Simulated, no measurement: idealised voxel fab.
Process module in this document: voxel quadruple lines
cross-section cut | 195 nm wide | cells 5 nm
Notation: cross-section as square-cell grid; stated in bands, top first, going down; one or more cell rows per band. The entry gives the band's vertical extent as a top height and a bottom height in nm, then its horizontal make-up as materials from left to right, each with a width in nm. "blank" stands for empty space; a single material marked "everywhere" fills the band edge to edge. Heights are reckoned from 0. Under this level, the received wafer is all of one material. The bottommost band is open-ended downward, for example "0 down". A width given as "30..40" starts at the first number in the band's top row and ends at the second number in its bottom row, shifting by an equal amount at every step from row to row. When a step is marked "everything unchanged", none of the cells in the cross-section changed during that step. Heads up: "Sealed internal voids" only lists the empty pockets with no open path to the top that are 8 cells or more, and it writes them as width x height at distance, distance from the left edge, in nm. What comes after the settings on a step's line is commentary from the simulator itself on that step. overlay nm, on a step with a mask: how far to the right of its planned place the mask lay; to the left if negative.
**Planned step list for the process**
1. RECEIVE with material Si
2. CONFORMAL_DEP with material Al2O3, thk nm 5
3. DIRECTIONAL_DEP with material W, thk nm 10
4. DIRECTIONAL_DEP with material polySi, thk nm 15
5. DIRECTIONAL_DEP with material aC, thk nm 25
6. PATTERN with tone cover, mask id MANDREL, material resist, width nm 25, thk nm 35, overlay nm 0
7. DIRECTIONAL_ETCH with etch materials aC, depth nm 25
8. STRIP with etch materials resist
9. CONFORMAL_DEP with material SiO2, thk nm 15
10. DIRECTIONAL_ETCH with etch materials SiO2, depth nm 15
11. STRIP with etch materials aC
12. DIRECTIONAL_ETCH with etch materials polySi, depth nm 15
13. STRIP with etch materials SiO2
14. CONFORMAL_DEP with material SiCN, thk nm 5
15. DIRECTIONAL_ETCH with etch materials SiCN, depth nm 5
16. STRIP with etch materials polySi
17. DIRECTIONAL_ETCH with etch materials W, depth nm 10
18. STRIP with etch materials SiCN
19. FILL_DEP with material SiO2, thk nm 5
20. CMP with height nm 15
**First of two wafers, with the run carried out as planned**
**Cross-section of the wafer at receipt, which is the condition after step 1**
- 0 down: Si everywhere
- Sealed internal voids: none
**Step 2 complete: cross-section through the wafer**
- 5 to 0: Al2O3 everywhere
- Everything below 0 is unchanged.
**Step 3 complete: cross-section through the wafer**
- 15 to 5: W everywhere
- Everything below 5 is unchanged.
**Step 4 complete: cross-section through the wafer**
- 30 to 15: polySi everywhere
- Everything below 15 is unchanged.
**Step 5 complete: cross-section through the wafer**
- 55 to 30: aC everywhere
- Everything below 30 is unchanged.
**Step 6 complete: cross-section through the wafer**
- 90 to 55: blank 85 nm, then resist 25 nm, then blank 85 nm
- Everything below 55 is unchanged.
**Step 7 complete: cross-section through the wafer**
- 65 to 55: blank 85 nm, then resist 25 nm, then blank 85 nm
- 55 to 30: blank 85 nm, then aC 25 nm, then blank 85 nm
- Everything below 30 is unchanged.
**Step 8 complete: cross-section through the wafer**
- 55 to 30: blank 85 nm, then aC 25 nm, then blank 85 nm
- Everything below 30 is unchanged.
**Step 9 complete: cross-section through the wafer**
- 70 to 55: blank 70 nm, then SiO2 55 nm, then blank 70 nm
- 55 to 45: blank 70 nm, then SiO2 15 nm, then aC 25 nm, then SiO2 15 nm, then blank 70 nm
- 45 to 30: SiO2 85 nm, then aC 25 nm, then SiO2 85 nm
- Everything below 30 is unchanged.
**Step 10 complete: cross-section through the wafer**
- 55 to 30: blank 70 nm, then SiO2 15 nm, then aC 25 nm, then SiO2 15 nm, then blank 70 nm
- Everything below 30 is unchanged.
**Step 11 complete: cross-section through the wafer**
- 55 to 30: blank 70 nm, then SiO2 15 nm, then blank 25 nm, then SiO2 15 nm, then blank 70 nm
- Everything below 30 is unchanged.
**Step 12 complete: cross-section through the wafer**
- 55 to 30: blank 70 nm, then SiO2 15 nm, then blank 25 nm, then SiO2 15 nm, then blank 70 nm
- 30 to 15: blank 70 nm, then polySi 15 nm, then blank 25 nm, then polySi 15 nm, then blank 70 nm
- Everything below 15 is unchanged.
**Step 13 complete: cross-section through the wafer**
- 30 to 15: blank 70 nm, then polySi 15 nm, then blank 25 nm, then polySi 15 nm, then blank 70 nm
- Everything below 15 is unchanged.
**Step 14 complete: cross-section through the wafer**
- 35 to 30: blank 65 nm, then SiCN 25 nm, then blank 15 nm, then SiCN 25 nm, then blank 65 nm
- 30 to 20: blank 65 nm, then SiCN 5 nm, then polySi 15 nm, then SiCN 5 nm, then blank 15 nm, then SiCN 5 nm, then polySi 15 nm, then SiCN 5 nm, then blank 65 nm
- 20 to 15: SiCN 70 nm, then polySi 15 nm, then SiCN 25 nm, then polySi 15 nm, then SiCN 70 nm
- Everything below 15 is unchanged.
**Step 15 complete: cross-section through the wafer**
- 30 to 15: blank 65 nm, then SiCN 5 nm, then polySi 15 nm, then SiCN 5 nm, then blank 15 nm, then SiCN 5 nm, then polySi 15 nm, then SiCN 5 nm, then blank 65 nm
- Everything below 15 is unchanged.
**Step 16 complete: cross-section through the wafer**
- 30 to 15: blank 65 nm, then SiCN 5 nm, then blank 15 nm, then SiCN 5 nm, then blank 15 nm, then SiCN 5 nm, then blank 15 nm, then SiCN 5 nm, then blank 65 nm
- Everything below 15 is unchanged.
**Step 17 complete: cross-section through the wafer**
- 30 to 15: blank 65 nm, then SiCN 5 nm, then blank 15 nm, then SiCN 5 nm, then blank 15 nm, then SiCN 5 nm, then blank 15 nm, then SiCN 5 nm, then blank 65 nm
- 15 to 5: blank 65 nm, then W 5 nm, then blank 15 nm, then W 5 nm, then blank 15 nm, then W 5 nm, then blank 15 nm, then W 5 nm, then blank 65 nm
- Everything below 5 is unchanged.
**Step 18 complete: cross-section through the wafer**
- 15 to 5: blank 65 nm, then W 5 nm, then blank 15 nm, then W 5 nm, then blank 15 nm, then W 5 nm, then blank 15 nm, then W 5 nm, then blank 65 nm
- Everything below 5 is unchanged.
**Step 19 complete: cross-section through the wafer**
- 20 to 15: SiO2 everywhere
- 15 to 5: SiO2 65 nm, then W 5 nm, then SiO2 15 nm, then W 5 nm, then SiO2 15 nm, then W 5 nm, then SiO2 15 nm, then W 5 nm, then SiO2 65 nm
- Everything below 5 is unchanged.
**Step 20 complete: cross-section through the wafer**
- 15 to 5: SiO2 65 nm, then W 5 nm, then SiO2 15 nm, then W 5 nm, then SiO2 15 nm, then W 5 nm, then SiO2 15 nm, then W 5 nm, then SiO2 65 nm
- Everything below 5 is unchanged.
**Now the other wafer: same start, same recipe, but we messed up one thing when running it. Up to and including step 17 it's the same as the first one**
**X-section, second wafer, when step 18 was due to finish**
- 15 to 5: blank 65 nm, then W 5 nm, then blank 15 nm, then W 5 nm, then blank 15 nm, then W 5 nm, then blank 15 nm, then W 5 nm, then blank 65 nm
- Everything below 5 is unchanged.
**X-section, second wafer, when step 19 was due to finish**
- 20 to 15: SiO2 everywhere
- 15 to 5: SiO2 65 nm, then W 5 nm, then SiO2 15 nm, then W 5 nm, then SiO2 15 nm, then W 5 nm, then SiO2 15 nm, then W 5 nm, then SiO2 65 nm
- Everything below 5 is unchanged.
**X-section, second wafer, when step 20 was due to finish**
- 15 to 5: SiO2 65 nm, then W 5 nm, then SiO2 15 nm, then W 5 nm, then SiO2 15 nm, then W 5 nm, then SiO2 15 nm, then W 5 nm, then SiO2 65 nm
- Everything below 5 is unchanged.
Which mistake was made when the wafer was run? step 18 of the plan was twice carried out
At process end the two wafers are indistinguishable in cross-section, so the error does not change what this model computes.
